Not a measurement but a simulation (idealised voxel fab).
Herein follows the process module entitled voxel transistor to metal.
The width of the displayed cross-section, cut, is 215 nm; its cells are square, with a size of 5 nm.
Each cross-section below is a grid of square cells, stated as bands in top-down order, with one or more rows of cells making up each band.
A band entry consists of two parts. The first gives the height of the band's top and the height of its bottom, in nm. The rest lists the band's materials from left to right, each with its width in nm. A single material labelled with the word "edge to edge" fills the band from edge to edge, and the word "empty" marks empty space.
For the purposes of this specification, 0 denotes the height below which the wafer in its as-received condition is composed wholly of one material, and the lowermost band, lacking a lower limit, extends downward without end, as expressed in "z 0 and below".
Read "30->40" as a graded width: first number on top, second number at the bottom, same change between each pair of neighbouring rows.
"nothing different" for a step: no cell of the cross-section changed in that step.
Listed in "Unvented voids": every empty space of 8 or more cells without an open way to the top. Form: width x height at distance, the distance being from the left edge, all in nm.
Anything after a step's settings on that line? It's the simulator's own note about the step.
overlay nm: on a step with a mask, how far right of its planned place the mask lay; negative means left.
### These are the steps we planned for the process
- 1: RECEIVE | material Si
- 2: OXIDIZE | depth nm 5
- 3: CONFORMAL_DEP | material SiN | thk nm 10
- 4: DIRECTIONAL_DEP | material aC | thk nm 10
- 5: PATTERN | tone cover | mask id ACTIVE | material resist | width nm 120 | thk nm 25 | overlay nm 0
- 6: DIRECTIONAL_ETCH | etch materials aC | depth nm 10
- 7: STRIP | etch materials resist
- 8: DIRECTIONAL_ETCH | etch materials SiN | depth nm 10
- 9: DIRECTIONAL_ETCH | etch materials SiO2 | depth nm 5
- 10: DIRECTIONAL_ETCH | etch materials Si | depth nm 25
- 11: STRIP | etch materials aC
- 12: FILL_DEP | material SiO2 | thk nm 15
- 13: CMP | height nm 10
- 14: SELECTIVE_ETCH | etch materials SiO2 | depth nm 5
- 15: STRIP | etch materials SiN
- 16: SELECTIVE_ETCH | etch materials SiO2 | depth nm 5
- 17: OXIDIZE | depth nm 5
- 18: DIRECTIONAL_DEP | material polySi | thk nm 20
- 19: DIRECTIONAL_DEP | material SiCN | thk nm 10
- 20: MASKED_ETCH | tone cover | mask id GATE | width nm 30 | etch materials SiCN | depth nm 20 | overlay nm 0
- 21: MASKED_ETCH | tone cover | mask id GATE | width nm 30 | etch materials polySi | depth nm 30 | overlay nm 0
- 22: CONFORMAL_DEP | material SiO2 | thk nm 5
- 23: DIRECTIONAL_ETCH | etch materials SiO2 | depth nm 5
- 24: CONFORMAL_DEP | material SiN | thk nm 5
- 25: DIRECTIONAL_ETCH | etch materials SiN | depth nm 5
- 26: DIRECTIONAL_ETCH | etch materials SiO2 | depth nm 5
- 27: EPI | material pSi | thk nm 5
- 28: FILL_DEP | material SiO2 | thk nm 10
- 29: CMP | height nm 15
- 30: STRIP | etch materials polySi
- 31: SELECTIVE_ETCH | etch materials SiO2 | depth nm 5
- 32: CONFORMAL_DEP | material HfO2 | thk nm 5
- 33: CONFORMAL_DEP | material TiN | thk nm 5
- 34: FILL_DEP | material W | thk nm 10
- 35: CMP | height nm 10
- 36: DIRECTIONAL_DEP | material SiO2 | thk nm 15
- 37: MASKED_ETCH | tone open | mask id CONTACT | width nm 20 | pitch nm 90 | etch materials SiO2 | depth nm 30 | overlay nm -15
- 38: CONFORMAL_DEP | material TiN | thk nm 5
- 39: FILL_DEP | material W | thk nm 10
- 40: CMP | height nm 25
- 41: CONFORMAL_DEP | material SiN | thk nm 5
- 42: DIRECTIONAL_DEP | material SiO2 | thk nm 20
- 43: MASKED_ETCH | tone open | mask id METAL_1 | width nm 20 | pitch nm 90 | etch materials SiO2 | depth nm 20 | overlay nm 0
- 44: MASKED_ETCH | tone open | mask id METAL_1 | width nm 20 | pitch nm 90 | etch materials SiN | depth nm 5 | overlay nm 0
- 45: CONFORMAL_DEP | material TiN | thk nm 5
- 46: FILL_DEP | material Ru | thk nm 5
- 47: CMP | height nm 50
- 48: CONFORMAL_DEP | material SiCN | thk nm 5
Every wafer here starts from the same state; it is the step 37 overlay nm that distinguishes them, and the value the plan gives belongs to the first wafer.
### Received condition of the first of several wafers, sectioned: post-step 1
z 0 and below | Si edge to edge
Unvented voids: none
### The figure below presents a cross-section of the first of several wafers at the conclusion of the module, following its last step, step 48
z 55 to 50 | SiCN edge to edge
z 50 to 30 | SiO2 50 nm  TiN 5 nm  Ru 10 nm  TiN 5 nm  SiO2 70 nm  TiN 5 nm  Ru 10 nm  TiN 5 nm  SiO2 55 nm
z 30 to 25 | SiN 50 nm  TiN 20 nm  SiN 70 nm  TiN 20 nm  SiN 55 nm
z 25 to 15 | SiO2 35 nm  TiN 5 nm  W 10 nm  TiN 5 nm  SiO2 70 nm  TiN 5 nm  W 10 nm  TiN 5 nm  SiO2 70 nm
z 15 to 10 | SiO2 35 nm  TiN 5 nm  W 10 nm  TiN 5 nm  SiO2 70 nm  TiN 10 nm  W 5 nm  TiN 5 nm  SiO2 70 nm
z 10 to 5 | SiO2 35 nm  TiN 5 nm  W 10 nm  TiN 5 nm  SiO2 25 nm  SiN 5 nm  HfO2 5 nm  TiN 5 nm  W 20 nm  TiN 5 nm  HfO2 5 nm  SiN 5 nm  TiN 5 nm  W 5 nm  TiN 5 nm  SiO2 70 nm
z 5 to 0 | SiO2 35 nm  TiN 20 nm  SiO2 25 nm  SiN 5 nm  HfO2 5 nm  TiN 5 nm  W 20 nm  TiN 5 nm  HfO2 5 nm  SiN 5 nm  TiN 5 nm  W 5 nm  TiN 5 nm  SiO2 70 nm
z 0 to -5 | SiO2 35 nm  TiN 10 nm  SiN 5 nm  TiN 5 nm  SiO2 25 nm  SiN 5 nm  HfO2 5 nm  TiN 30 nm  HfO2 5 nm  SiN 5 nm  TiN 15 nm  SiO2 15 nm  SiN 5 nm  SiO2 50 nm
z -5 to -10 | SiO2 50 nm  pSi 30 nm  SiO2 5 nm  HfO2 40 nm  SiO2 5 nm  pSi 30 nm  SiO2 55 nm
z -10 to -30 | SiO2 45 nm  Si 120 nm  SiO2 50 nm
z -30 and below | Si edge to edge
Unvented voids: none
### The module's end: a cross-section of the last wafer
z 55 to 50 | SiCN edge to edge
z 50 to 30 | SiO2 50 nm  TiN 5 nm  Ru 10 nm  TiN 5 nm  SiO2 70 nm  TiN 5 nm  Ru 10 nm  TiN 5 nm  SiO2 55 nm
z 30 to 25 | SiN 50 nm  TiN 20 nm  SiN 70 nm  TiN 20 nm  SiN 55 nm
z 25 to 15 | SiO2 65 nm  TiN 5 nm  W 10 nm  TiN 5 nm  SiO2 70 nm  TiN 5 nm  W 10 nm  TiN 5 nm  SiO2 40 nm
z 15 to 10 | SiO2 65 nm  TiN 5 nm  W 5 nm  TiN 10 nm  SiO2 70 nm  TiN 5 nm  W 10 nm  TiN 5 nm  SiO2 40 nm
z 10 to 5 | SiO2 65 nm  TiN 5 nm  W 5 nm  TiN 5 nm  SiN 5 nm  HfO2 5 nm  TiN 5 nm  W 20 nm  TiN 5 nm  HfO2 5 nm  SiN 5 nm  SiO2 25 nm  TiN 5 nm  W 10 nm  TiN 5 nm  SiO2 40 nm
z 5 to 0 | SiO2 65 nm  TiN 5 nm  W 5 nm  TiN 5 nm  SiN 5 nm  HfO2 5 nm  TiN 5 nm  W 20 nm  TiN 5 nm  HfO2 5 nm  SiN 5 nm  SiO2 25 nm  TiN 20 nm  SiO2 40 nm
z 0 to -5 | SiO2 45 nm  SiN 5 nm  SiO2 15 nm  TiN 15 nm  SiN 5 nm  HfO2 5 nm  TiN 30 nm  HfO2 5 nm  SiN 5 nm  SiO2 25 nm  TiN 5 nm  SiN 5 nm  TiN 10 nm  SiO2 40 nm
z -5 to -10 | SiO2 50 nm  pSi 30 nm  SiO2 5 nm  HfO2 40 nm  SiO2 5 nm  pSi 30 nm  SiO2 55 nm
z -10 to -30 | SiO2 45 nm  Si 120 nm  SiO2 50 nm
z -30 and below | Si edge to edge
Unvented voids: none
### Note: the following table is arranged by wafer, a row apiece. Each row reports the end-of-module state: per material, cells gained (+) or cells lost (-) compared with the wafer as received; closed voids follow
overlay nm -15; +14 HfO2; +16 Ru; -162 Si; +43 SiCN; +43 SiN; +421 SiO2; +63 TiN; +23 W; +12 pSi; Unvented voids: none
overlay nm -10; +14 HfO2; +16 Ru; -162 Si; +43 SiCN; +43 SiN; +418 SiO2; +63 TiN; +26 W; +12 pSi; Unvented voids: none
overlay nm -5; +14 HfO2; +16 Ru; -162 Si; +43 SiCN; +43 SiN; +418 SiO2; +62 TiN; +27 W; +12 pSi; Unvented voids: none
overlay nm 0; +14 HfO2; +16 Ru; -162 Si; +43 SiCN; +43 SiN; +417 SiO2; +62 TiN; +28 W; +12 pSi; Unvented voids: none
overlay nm 5; +14 HfO2; +16 Ru; -162 Si; +43 SiCN; +43 SiN; +418 SiO2; +62 TiN; +27 W; +12 pSi; Unvented voids: none
overlay nm 10; +14 HfO2; +16 Ru; -162 Si; +43 SiCN; +43 SiN; +418 SiO2; +63 TiN; +26 W; +12 pSi; Unvented voids: none
overlay nm 15; +14 HfO2; +16 Ru; -162 Si; +43 SiCN; +43 SiN; +421 SiO2; +63 TiN; +23 W; +12 pSi; Unvented voids: none
